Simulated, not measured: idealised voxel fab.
The following is a process module called voxel transistor to metal.
Cross-section cut spans 145 nm and uses square cells 5 nm in size.
For the purposes of this document, a cross-section shall be understood as a grid of square cells, specified as bands listed in top-to-bottom order, each band consisting of one or more rows of cells.
This entry defines a band. It first specifies the height of the band's top and the height of its bottom in nm, and then specifies the band's materials from left to right, stating each material with its width in nm. The word "everywhere" identifies a single material that fills the band from edge to edge, while the word "empty" identifies empty space.
The reference from which all heights are counted is 0, the level beneath which the as-received wafer is entirely one material; the lowest band, having no lower bound, proceeds downward and is written after the example "0 nm and below".
A width given as "30->40" starts at the first number in the band's top row and ends at the second number in its bottom row, shifting by an equal amount at every step from row to row.
Step note "all unchanged" = no cross-section cell changed.
If an empty space has no open way to the top and is at least 8 cells in size, "Unvented internal voids" lists it, written width x height at distance, where distance is measured from the left edge and every value is in nm.
What comes after the settings on a step's line is commentary from the simulator itself on that step.
On any step carrying a mask, the "overlay nm" setting, if present on the step's line, tells how far right of its planned place the mask lay; negative values point to the left.
-- The following list gives the planned process steps
1: op RECEIVE | material Si
2: op OXIDIZE | depth nm 5
3: op CONFORMAL_DEP | material SiN | thk nm 10
4: op MASKED_ETCH | tone cover | mask id ACTIVE | width nm 95 | etch materials SiN | depth nm 10 | overlay nm 0
5: op MASKED_ETCH | tone cover | mask id ACTIVE | width nm 95 | etch materials SiO2 | depth nm 5 | overlay nm 0
6: op MASKED_ETCH | tone cover | mask id ACTIVE | width nm 95 | etch materials Si | depth nm 20 | overlay nm 0
7: op FILL_DEP | material SiO2 | thk nm 10
8: op CMP | height nm 10
9: op SELECTIVE_ETCH | etch materials SiO2 | depth nm 5
10: op STRIP | etch materials SiN
11: op SELECTIVE_ETCH | etch materials SiO2 | depth nm 5
12: op OXIDIZE | depth nm 5
13: op DIRECTIONAL_DEP | material polySi | thk nm 25
14: op DIRECTIONAL_DEP | material SiCN | thk nm 10
15: op MASKED_ETCH | tone cover | mask id GATE | width nm 25 | etch materials SiCN | depth nm 20 | overlay nm 0
16: op MASKED_ETCH | tone cover | mask id GATE | width nm 25 | etch materials polySi | depth nm 35 | overlay nm 0
17: op CONFORMAL_DEP | material SiN | thk nm 10
18: op DIRECTIONAL_ETCH | etch materials SiN | depth nm 10
19: op DIRECTIONAL_ETCH | etch materials SiO2 | depth nm 5
20: op DIRECTIONAL_ETCH | etch materials Si | depth nm 15
21: op EPI | material SiGe | thk nm 20
22: op FILL_DEP | material SiO2 | thk nm 10
23: op CMP | height nm 30
24: op DIRECTIONAL_DEP | material SiO2 | thk nm 15
25: op DIRECTIONAL_DEP | material aC | thk nm 15
26: op PATTERN | tone open | mask id CONTACT | material resist | width nm 25 | pitch nm 60 | thk nm 30 | overlay nm 0
27: op DIRECTIONAL_ETCH | etch materials aC | depth nm 15
28: op STRIP | etch materials resist
29: op DIRECTIONAL_ETCH | etch materials SiO2 | depth nm 35
30: op STRIP | etch materials aC
31: op CONFORMAL_DEP | material TiN | thk nm 5
32: op FILL_DEP | material Ru | thk nm 5
33: op CMP | height nm 45
34: op CONFORMAL_DEP | material SiN | thk nm 5
35: op DIRECTIONAL_DEP | material SiO2 | thk nm 20
36: op PATTERN | tone open | mask id METAL_1 | material resist | width nm 15 | pitch nm 70 | thk nm 15 | overlay nm 0
37: op DIRECTIONAL_ETCH | etch materials SiO2 | depth nm 20
38: op DIRECTIONAL_ETCH | etch materials SiN | depth nm 5
39: op STRIP | etch materials resist
40: op CONFORMAL_DEP | material TiN | thk nm 5
41: op FILL_DEP | material W | thk nm 5
42: op CMP | height nm 70
43: op CONFORMAL_DEP | material SiCN | thk nm 5
-- Cross-section, incoming material, after step 1
* 0 nm and below: Si everywhere
* Unvented internal voids: none
-- End-of-module cross-section. Starting structure and process plan as above; one mistake made in running it
* 75 nm to 70 nm: SiCN everywhere
* 70 nm to 50 nm: SiO2: 30; TiN: 5; W: 5; TiN: 5; SiO2: 55; TiN: 5; W: 5; TiN: 5; SiO2: 30
* 50 nm to 45 nm: SiN: 30; TiN: 15; SiN: 55; TiN: 15; SiN: 30
* 45 nm to 35 nm: SiO2: 30; TiN: 5; Ru: 15; TiN: 5; SiO2: 35; TiN: 5; Ru: 15; TiN: 5; SiO2: 30
* 35 nm to 30 nm: SiO2: 30; TiN: 5; Ru: 10; TiN: 10; SiO2: 35; TiN: 10; Ru: 10; TiN: 5; SiO2: 30
* 30 nm to 20 nm: SiO2: 30; TiN: 5; Ru: 10; TiN: 5; SiN: 10; SiCN: 25; SiN: 10; TiN: 5; Ru: 10; TiN: 5; SiO2: 30
* 20 nm to 15 nm: SiO2: 30; TiN: 5; Ru: 10; TiN: 5; SiN: 10; polySi: 25; SiN: 10; TiN: 5; Ru: 10; TiN: 5; SiO2: 30
* 15 nm to 10 nm: SiO2: 30; TiN: 20; SiN: 10; polySi: 25; SiN: 10; TiN: 20; SiO2: 30
* 10 nm to 0 nm: SiO2: 20; SiGe: 30; SiN: 10; polySi: 25; SiN: 10; SiGe: 30; SiO2: 20
* 0 nm to -5 nm: SiO2: 20; SiN: 10; SiGe: 20; SiN: 10; polySi: 25; SiN: 10; SiGe: 20; SiN: 10; SiO2: 20
* -5 nm to -10 nm: SiO2: 30; SiGe: 20; SiO2: 45; SiGe: 20; SiO2: 30
* -10 nm to -15 nm: SiO2: 25; Si: 5; SiGe: 20; Si: 45; SiGe: 20; Si: 5; SiO2: 25
* -15 nm to -25 nm: Si: 30; SiGe: 20; Si: 45; SiGe: 20; Si: 30
* -25 nm and below: Si everywhere
* Unvented internal voids: none
Which mistake was made when the wafer was run? for step 6, the planned setting was not used; the step was instead run as op MASKED_ETCH | tone cover | mask id ACTIVE | width nm 95 | etch materials Si | depth nm 10 | overlay nm 0
